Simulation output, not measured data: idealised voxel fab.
Process module in this document: voxel gate over fins
We display cut, a cross-section 225 nm in width whose square cells are each 5 nm.
A cross-section is a grid of square cells, given in bands from the top down. A band is one or more rows of cells. Basically the band line says how high the top is and how high the bottom is, in nm, and then what's in it from left to right, every material with its width in nm. Empty space shows up as "air", and if a single material carries "full width" it runs the full band edge to edge. Heights are measured from 0, the level below which the as-received wafer is all one material; the lowest band has no bottom and continues downward, written as in "from 0 down". Per-row width for "30..40": begins at first number (top row of band), ends at second number (bottom row), increment between rows held constant. The designation "no alterations made", where it is given for a processing step, indicates that no cell of the cross-section was altered in the course of that step. Empty spaces without an open route to the top, at least 8 cells in extent, make up the entry "Enclosed internal voids"; each is given as width x height at distance, where the distance is measured from the left edge, and all are in nm. What comes after the settings on a step's line is commentary from the simulator itself on that step. "overlay nm", when on a step's line for a step with a mask, measures how far to the right of its planned place the mask lay; a negative measure means to the left.

THESE ARE THE STEPS WE PLANNED FOR THE PROCESS
| 1 | RECEIVE | material Si |
| 2 | CONFORMAL_DEP | material SiN | thk nm 5 |
| 3 | DIRECTIONAL_DEP | material aC | thk nm 15 |
| 4 | PATTERN | tone cover | mask id FINS | material resist | width nm 15 | pitch nm 40 | thk nm 35 | overlay nm 0 |
| 5 | DIRECTIONAL_ETCH | etch materials aC | depth nm 15 |
| 6 | STRIP | etch materials resist |
| 7 | DIRECTIONAL_ETCH | etch materials SiN | depth nm 5 |
| 8 | DIRECTIONAL_ETCH | etch materials Si | depth nm 35 |
| 9 | STRIP | etch materials aC |
| 10 | OXIDIZE | depth nm 5 |
| 11 | FILL_DEP | material SiO2 | thk nm 15 |
| 12 | CMP | height nm 5 |
| 13 | SELECTIVE_ETCH | etch materials SiO2 | depth nm 15 |
| 14 | STRIP | etch materials SiN |
| 15 | CONFORMAL_DEP | material HfO2 | thk nm 5 |
| 16 | CONFORMAL_DEP | material TiN | thk nm 5 |
| 17 | CONFORMAL_DEP | material TiAl | thk nm 5 |
| 18 | CONFORMAL_DEP | material TiN | thk nm 5 |
| 19 | FILL_DEP | material W | thk nm 10 |
| 20 | CMP | height nm 25 |
| 21 | CONFORMAL_DEP | material SiCN | thk nm 5 |

WAFER AT RECEIPT (POST STEP 1), CROSS-SECTION
* from 0 down = Si full width
* Enclosed internal voids: none

MODULE COMPLETE, CROSS-SECTION. STARTING POINT AND PLAN PER ABOVE. ONE MISTAKE MADE IN RUNNING THE MODULE
* from 30 to 25 = SiCN full width
* from 25 to 20 = W full width
* from 20 to 15 = TiN full width
* from 15 to 10 = TiAl full width
* from 10 to 5 = TiN: 50, TiAl: 5, TiN: 35, TiAl: 5, TiN: 35, TiAl: 5, TiN: 35, TiAl: 5, TiN: 50
* from 5 to 0 = HfO2: 45, TiN: 5, TiAl: 5, TiN: 5, HfO2: 25, TiN: 5, TiAl: 5, TiN: 5, HfO2: 25, TiN: 5, TiAl: 5, TiN: 5, HfO2: 25, TiN: 5, TiAl: 5, TiN: 5, HfO2: 45
* from 0 to -5 = Si: 40, HfO2: 5, TiN: 15, HfO2: 5, Si: 15, HfO2: 5, TiN: 15, HfO2: 5, Si: 15, HfO2: 5, TiN: 15, HfO2: 5, Si: 15, HfO2: 5, TiN: 15, HfO2: 5, Si: 40
* from -5 to -10 = Si: 40, HfO2: 25, Si: 15, HfO2: 25, Si: 15, HfO2: 25, Si: 15, HfO2: 25, Si: 40
* from -10 to -40 = Si: 40, SiO2: 25, Si: 15, SiO2: 25, Si: 15, SiO2: 25, Si: 15, SiO2: 25, Si: 40
* from -40 down = Si full width
* Enclosed internal voids: none
Diagnosis: so step 4 ended up running with a different setting than we planned, it ran as PATTERN | tone open | mask id FINS | material resist | width nm 15 | pitch nm 40 | thk nm 35 | overlay nm 0
